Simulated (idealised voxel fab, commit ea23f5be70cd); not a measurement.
You're looking at the process module voxel gate over fins.
140 nm wide, 5 nm square cells: that's cross-section cut.
Format of a cross-section: grid, square cells. Given as bands. Order: top down. Band: one or more rows of cells.
For a band, the entry starts with two heights in nm, that of the top and then that of the bottom, and carries on with the band's materials in order from left to right, each alongside its width in nm; the word "throughout" beside a single material means it fills the band edge to edge, and "empty" means empty space.
Heights are expressed relative to 0, this being the level below which the as-received wafer comprises one material exclusively. The lowest band is unbounded in the downward direction and is denoted as in "z 0 and below".
The two numbers in a width such as "30->40" mark its ends across the band: the first belongs to the top row of cells, the second to the bottom row, and from each row to the next the width moves by the same amount.
Where the words "everything unchanged" appear for a step, the cross-section shows no cell changed by that step; every cell remained as before.
This entry, "Encapsulated voids", enumerates those empty regions of no fewer than 8 cells that possess no open connection to the top. Each region is reported in the form width x height at distance, the distance being taken from the left edge, with all three quantities expressed in nm.
Past the settings on a step's line: simulator remark, on that step.
"overlay nm", when on a step's line for a step with a mask, measures how far to the right of its planned place the mask lay; a negative measure means to the left.
Process steps - plan:
1 RECEIVE [material Si]
2 CONFORMAL_DEP [material SiN] [thk nm 5]
3 PATTERN [tone cover] [mask id FINS] [material resist] [width nm 15] [pitch nm 60] [thk nm 20] [overlay nm 0]
4 DIRECTIONAL_ETCH [etch materials SiN] [depth nm 5]
5 DIRECTIONAL_ETCH [etch materials Si] [depth nm 40]
6 STRIP [etch materials resist]
7 OXIDIZE [depth nm 5]
8 FILL_DEP [material SiO2] [thk nm 15]
9 CMP [height nm 5]
10 PATTERN [tone open] [mask id RAIL] [material resist] [width nm 15] [thk nm 15] [overlay nm 0]
11 DIRECTIONAL_ETCH [etch materials SiO2] [depth nm 40]
12 STRIP [etch materials resist]
13 CONFORMAL_DEP [material TiN] [thk nm 5]
14 FILL_DEP [material W] [thk nm 10]
15 CMP [height nm 5]
16 SELECTIVE_ETCH [etch materials W Ru TiN] [depth nm 20]
17 FILL_DEP [material SiO2] [thk nm 5]
18 CMP [height nm 5]
19 SELECTIVE_ETCH [etch materials SiO2] [depth nm 15]
20 STRIP [etch materials SiN]
21 CONFORMAL_DEP [material HfO2] [thk nm 5]
22 CONFORMAL_DEP [material TiN] [thk nm 5]
23 CONFORMAL_DEP [material TiAl] [thk nm 5]
24 CONFORMAL_DEP [material TiN] [thk nm 5]
25 FILL_DEP [material W] [thk nm 10]
26 CMP [height nm 25]
27 CONFORMAL_DEP [material SiCN] [thk nm 10]
Of two wafers, the first: run according to plan:
Wafer as received: cross-section following step 1:
	z 0 and below | Si throughout
	Encapsulated voids: none
Cross-section: wafer state after step 2:
	z 5 to 0 | SiN throughout
	Heights below 0 show no change.
Cross-section: wafer state after step 3:
	z 25 to 5 | empty (30); resist (15); empty (45); resist (15); empty (35)
	Heights below 5 show no change.
Cross-section: wafer state after step 4:
	z 25 to 5 | empty (30); resist (15); empty (45); resist (15); empty (35)
	z 5 to 0 | empty (30); SiN (15); empty (45); SiN (15); empty (35)
	Heights below 0 show no change.
Cross-section: wafer state after step 5:
	z 25 to 5 | empty (30); resist (15); empty (45); resist (15); empty (35)
	z 5 to 0 | empty (30); SiN (15); empty (45); SiN (15); empty (35)
	z 0 to -40 | empty (30); Si (15); empty (45); Si (15); empty (35)
	Heights below -40 show no change.
Cross-section: wafer state after step 6:
	z 5 to 0 | empty (30); SiN (15); empty (45); SiN (15); empty (35)
	Heights below 0 show no change.
Cross-section: wafer state after step 7:
	z 5 to 0 | empty (30); SiN (15); empty (45); SiN (15); empty (35)
	z 0 to -40 | empty (30); SiO2 (5); Si (5); SiO2 (5); empty (45); SiO2 (5); Si (5); SiO2 (5); empty (35)
	z -40 to -45 | SiO2 (35); Si (5); SiO2 (55); Si (5); SiO2 (40)
	Heights below -45 show no change.
Cross-section: wafer state after step 8:
	z 20 to 5 | SiO2 throughout
	z 5 to 0 | SiO2 (30); SiN (15); SiO2 (45); SiN (15); SiO2 (35)
	z 0 to -45 | SiO2 (35); Si (5); SiO2 (55); Si (5); SiO2 (40)
	Heights below -45 show no change.
Cross-section: wafer state after step 9:
	z 5 to 0 | SiO2 (30); SiN (15); SiO2 (45); SiN (15); SiO2 (35)
	Heights below 0 show no change.
Cross-section: wafer state after step 10:
	z 20 to 5 | resist (60); empty (15); resist (65)
	Heights below 5 show no change.
Cross-section: wafer state after step 11:
	z 20 to 5 | resist (60); empty (15); resist (65)
	z 5 to 0 | SiO2 (30); SiN (15); SiO2 (15); empty (15); SiO2 (15); SiN (15); SiO2 (35)
	z 0 to -35 | SiO2 (35); Si (5); SiO2 (20); empty (15); SiO2 (20); Si (5); SiO2 (40)
	Heights below -35 show no change.
Cross-section: wafer state after step 12:
	z 5 to 0 | SiO2 (30); SiN (15); SiO2 (15); empty (15); SiO2 (15); SiN (15); SiO2 (35)
	Heights below 0 show no change.
Cross-section: wafer state after step 13:
	z 10 to 5 | TiN (65); empty (5); TiN (70)
	z 5 to 0 | SiO2 (30); SiN (15); SiO2 (15); TiN (5); empty (5); TiN (5); SiO2 (15); SiN (15); SiO2 (35)
	z 0 to -30 | SiO2 (35); Si (5); SiO2 (20); TiN (5); empty (5); TiN (5); SiO2 (20); Si (5); SiO2 (40)
	z -30 to -35 | SiO2 (35); Si (5); SiO2 (20); TiN (15); SiO2 (20); Si (5); SiO2 (40)
	Heights below -35 show no change.
Cross-section: wafer state after step 14:
	z 20 to 10 | W throughout
	z 10 to 5 | TiN (65); W (5); TiN (70)
	z 5 to 0 | SiO2 (30); SiN (15); SiO2 (15); TiN (5); W (5); TiN (5); SiO2 (15); SiN (15); SiO2 (35)
	z 0 to -30 | SiO2 (35); Si (5); SiO2 (20); TiN (5); W (5); TiN (5); SiO2 (20); Si (5); SiO2 (40)
	Heights below -30 show no change.
Cross-section: wafer state after step 15:
	z 5 to 0 | SiO2 (30); SiN (15); SiO2 (15); TiN (5); W (5); TiN (5); SiO2 (15); SiN (15); SiO2 (35)
	Heights below 0 show no change.
Cross-section: wafer state after step 16:
	z 5 to 0 | SiO2 (30); SiN (15); SiO2 (15); empty (15); SiO2 (15); SiN (15); SiO2 (35)
	z 0 to -15 | SiO2 (35); Si (5); SiO2 (20); empty (15); SiO2 (20); Si (5); SiO2 (40)
	Heights below -15 show no change.
Cross-section: wafer state after step 17:
	z 10 to 5 | SiO2 throughout
	z 5 to 0 | SiO2 (30); SiN (15); SiO2 (45); SiN (15); SiO2 (35)
	z 0 to -15 | SiO2 (35); Si (5); SiO2 (55); Si (5); SiO2 (40)
	Heights below -15 show no change.
Cross-section: wafer state after step 18:
	z 5 to 0 | SiO2 (30); SiN (15); SiO2 (45); SiN (15); SiO2 (35)
	Heights below 0 show no change.
Cross-section: wafer state after step 19:
	z 5 to 0 | empty (30); SiN (15); empty (45); SiN (15); empty (35)
	z 0 to -10 | empty (35); Si (5); empty (55); Si (5); empty (40)
	Heights below -10 show no change.
Cross-section: wafer state after step 20:
	z 0 to -10 | empty (35); Si (5); empty (55); Si (5); empty (40)
	Heights below -10 show no change.
Cross-section: wafer state after step 21:
	z 5 to 0 | empty (30); HfO2 (15); empty (45); HfO2 (15); empty (35)
	z 0 to -5 | empty (30); HfO2 (5); Si (5); HfO2 (5); empty (45); HfO2 (5); Si (5); HfO2 (5); empty (35)
	z -5 to -10 | HfO2 (35); Si (5); HfO2 (55); Si (5); HfO2 (40)
	Heights below -10 show no change.
Cross-section: wafer state after step 22:
	z 10 to 5 | empty (25); TiN (25); empty (35); TiN (25); empty (30)
	z 5 to 0 | empty (25); TiN (5); HfO2 (15); TiN (5); empty (35); TiN (5); HfO2 (15); TiN (5); empty (30)
	z 0 to -5 | TiN (30); HfO2 (5); Si (5); HfO2 (5); TiN (45); HfO2 (5); Si (5); HfO2 (5); TiN (35)
	Heights below -5 show no change.
Cross-section: wafer state after step 23:
	z 15 to 10 | empty (20); TiAl (35); empty (25); TiAl (35); empty (25)
	z 10 to 5 | empty (20); TiAl (5); TiN (25); TiAl (5); empty (25); TiAl (5); TiN (25); TiAl (5); empty (25)
	z 5 to 0 | TiAl (25); TiN (5); HfO2 (15); TiN (5); TiAl (35); TiN (5); HfO2 (15); TiN (5); TiAl (30)
	Heights below 0 show no change.
Cross-section: wafer state after step 24:
	z 20 to 15 | empty (15); TiN (45); empty (15); TiN (45); empty (20)
	z 15 to 10 | empty (15); TiN (5); TiAl (35); TiN (5); empty (15); TiN (5); TiAl (35); TiN (5); empty (20)
	z 10 to 5 | TiN (20); TiAl (5); TiN (25); TiAl (5); TiN (25); TiAl (5); TiN (25); TiAl (5); TiN (25)
	Heights below 5 show no change.
Cross-section: wafer state after step 25:
	z 30 to 20 | W throughout
	z 20 to 15 | W (15); TiN (45); W (15); TiN (45); W (20)
	z 15 to 10 | W (15); TiN (5); TiAl (35); TiN (5); W (15); TiN (5); TiAl (35); TiN (5); W (20)
	Heights below 10 show no change.
Cross-section: wafer state after step 26:
	z 25 to 20 | W throughout
	Heights below 20 show no change.
Cross-section: wafer state after step 27:
	z 35 to 25 | SiCN throughout
	Heights below 25 show no change.
Wafer two of two - same starting point, same process plan, one mistake in execution; matches wafer one up to and including step 18:
Second wafer shown in cross-section at the time step 19 was slated to end:
	z 5 to 0 | empty (30); SiN (15); empty (45); SiN (15); empty (35)
	z 0 to -15 | empty (35); Si (5); empty (55); Si (5); empty (40)
	z -15 to -25 | empty (35); Si (5); empty (20); TiN (5); W (5); TiN (5); empty (20); Si (5); empty (40)
	Heights below -25 show no change.
Second wafer shown in cross-section at the time step 20 was slated to end:
	z 0 to -15 | empty (35); Si (5); empty (55); Si (5); empty (40)
	Heights below -15 show no change.
Second wafer shown in cross-section at the time step 21 was slated to end:
	z 5 to 0 | empty (30); HfO2 (15); empty (45); HfO2 (15); empty (35)
	z 0 to -10 | empty (30); HfO2 (5); Si (5); HfO2 (5); empty (45); HfO2 (5); Si (5); HfO2 (5); empty (35)
	z -10 to -15 | empty (30); HfO2 (5); Si (5); HfO2 (5); empty (10); HfO2 (25); empty (10); HfO2 (5); Si (5); HfO2 (5); empty (35)
	z -15 to -20 | empty (30); HfO2 (5); Si (5); HfO2 (5); empty (10); HfO2 (5); TiN (5); W (5); TiN (5); HfO2 (5); empty (10); HfO2 (5); Si (5); HfO2 (5); empty (35)
	z -20 to -25 | HfO2 (35); Si (5); HfO2 (20); TiN (5); W (5); TiN (5); HfO2 (20); Si (5); HfO2 (40)
	Heights below -25 show no change.
Second wafer shown in cross-section at the time step 22 was slated to end:
	z 10 to 5 | empty (25); TiN (25); empty (35); TiN (25); empty (30)
	z 5 to 0 | empty (25); TiN (5); HfO2 (15); TiN (5); empty (35); TiN (5); HfO2 (15); TiN (5); empty (30)
	z 0 to -5 | empty (25); TiN (5); HfO2 (5); Si (5); HfO2 (5); TiN (5); empty (35); TiN (5); HfO2 (5); Si (5); HfO2 (5); TiN (5); empty (30)
	z -5 to -10 | empty (25); TiN (5); HfO2 (5); Si (5); HfO2 (5); TiN (45); HfO2 (5); Si (5); HfO2 (5); TiN (5); empty (30)
	z -10 to -15 | empty (25); TiN (5); HfO2 (5); Si (5); HfO2 (5); TiN (10); HfO2 (25); TiN (10); HfO2 (5); Si (5); HfO2 (5); TiN (5); empty (30)
	z -15 to -20 | TiN (30); HfO2 (5); Si (5); HfO2 (5); TiN (10); HfO2 (5); TiN (5); W (5); TiN (5); HfO2 (5); TiN (10); HfO2 (5); Si (5); HfO2 (5); TiN (35)
	Heights below -20 show no change.
Second wafer shown in cross-section at the time step 23 was slated to end:
	z 15 to 10 | empty (20); TiAl (35); empty (25); TiAl (35); empty (25)
	z 10 to 5 | empty (20); TiAl (5); TiN (25); TiAl (5); empty (25); TiAl (5); TiN (25); TiAl (5); empty (25)
	z 5 to 0 | empty (20); TiAl (5); TiN (5); HfO2 (15); TiN (5); TiAl (5); empty (25); TiAl (5); TiN (5); HfO2 (15); TiN (5); TiAl (5); empty (25)
	z 0 to -5 | empty (20); TiAl (5); TiN (5); HfO2 (5); Si (5); HfO2 (5); TiN (5); TiAl (35); TiN (5); HfO2 (5); Si (5); HfO2 (5); TiN (5); TiAl (5); empty (25)
	z -5 to -10 | empty (20); TiAl (5); TiN (5); HfO2 (5); Si (5); HfO2 (5); TiN (45); HfO2 (5); Si (5); HfO2 (5); TiN (5); TiAl (5); empty (25)
	z -10 to -15 | TiAl (25); TiN (5); HfO2 (5); Si (5); HfO2 (5); TiN (10); HfO2 (25); TiN (10); HfO2 (5); Si (5); HfO2 (5); TiN (5); TiAl (30)
	Heights below -15 show no change.
Second wafer shown in cross-section at the time step 24 was slated to end:
	z 20 to 15 | empty (15); TiN (45); empty (15); TiN (45); empty (20)
	z 15 to 10 | empty (15); TiN (5); TiAl (35); TiN (5); empty (15); TiN (5); TiAl (35); TiN (5); empty (20)
	z 10 to 5 | empty (15); TiN (5); TiAl (5); TiN (25); TiAl (5); TiN (5); empty (15); TiN (5); TiAl (5); TiN (25); TiAl (5); TiN (5); empty (20)
	z 5 to 0 | empty (15); TiN (5); TiAl (5); TiN (5); HfO2 (15); TiN (5); TiAl (5); TiN (25); TiAl (5); TiN (5); HfO2 (15); TiN (5); TiAl (5); TiN (5); empty (20)
	z 0 to -5 | empty (15); TiN (5); TiAl (5); TiN (5); HfO2 (5); Si (5); HfO2 (5); TiN (5); TiAl (35); TiN (5); HfO2 (5); Si (5); HfO2 (5); TiN (5); TiAl (5); TiN (5); empty (20)
	z -5 to -10 | TiN (20); TiAl (5); TiN (5); HfO2 (5); Si (5); HfO2 (5); TiN (45); HfO2 (5); Si (5); HfO2 (5); TiN (5); TiAl (5); TiN (25)
	Heights below -10 show no change.
Second wafer shown in cross-section at the time step 25 was slated to end:
	z 30 to 20 | W throughout
	z 20 to 15 | W (15); TiN (45); W (15); TiN (45); W (20)
	z 15 to 10 | W (15); TiN (5); TiAl (35); TiN (5); W (15); TiN (5); TiAl (35); TiN (5); W (20)
	z 10 to 5 | W (15); TiN (5); TiAl (5); TiN (25); TiAl (5); TiN (5); W (15); TiN (5); TiAl (5); TiN (25); TiAl (5); TiN (5); W (20)
	z 5 to 0 | W (15); TiN (5); TiAl (5); TiN (5); HfO2 (15); TiN (5); TiAl (5); TiN (25); TiAl (5); TiN (5); HfO2 (15); TiN (5); TiAl (5); TiN (5); W (20)
	z 0 to -5 | W (15); TiN (5); TiAl (5); TiN (5); HfO2 (5); Si (5); HfO2 (5); TiN (5); TiAl (35); TiN (5); HfO2 (5); Si (5); HfO2 (5); TiN (5); TiAl (5); TiN (5); W (20)
	Heights below -5 show no change.
Second wafer shown in cross-section at the time step 26 was slated to end:
	z 25 to 20 | W throughout
	Heights below 20 show no change.
Second wafer shown in cross-section at the time step 27 was slated to end:
	z 35 to 25 | SiCN throughout
	Heights below 25 show no change.
Deviation from plan: the plan's step 19 ran twice
In the final state, the cell counts of the second wafer exceed or fall short of those of the first for the following materials: HfO2 +16; SiO2 -72; TiAl +8; TiN +24; W +24
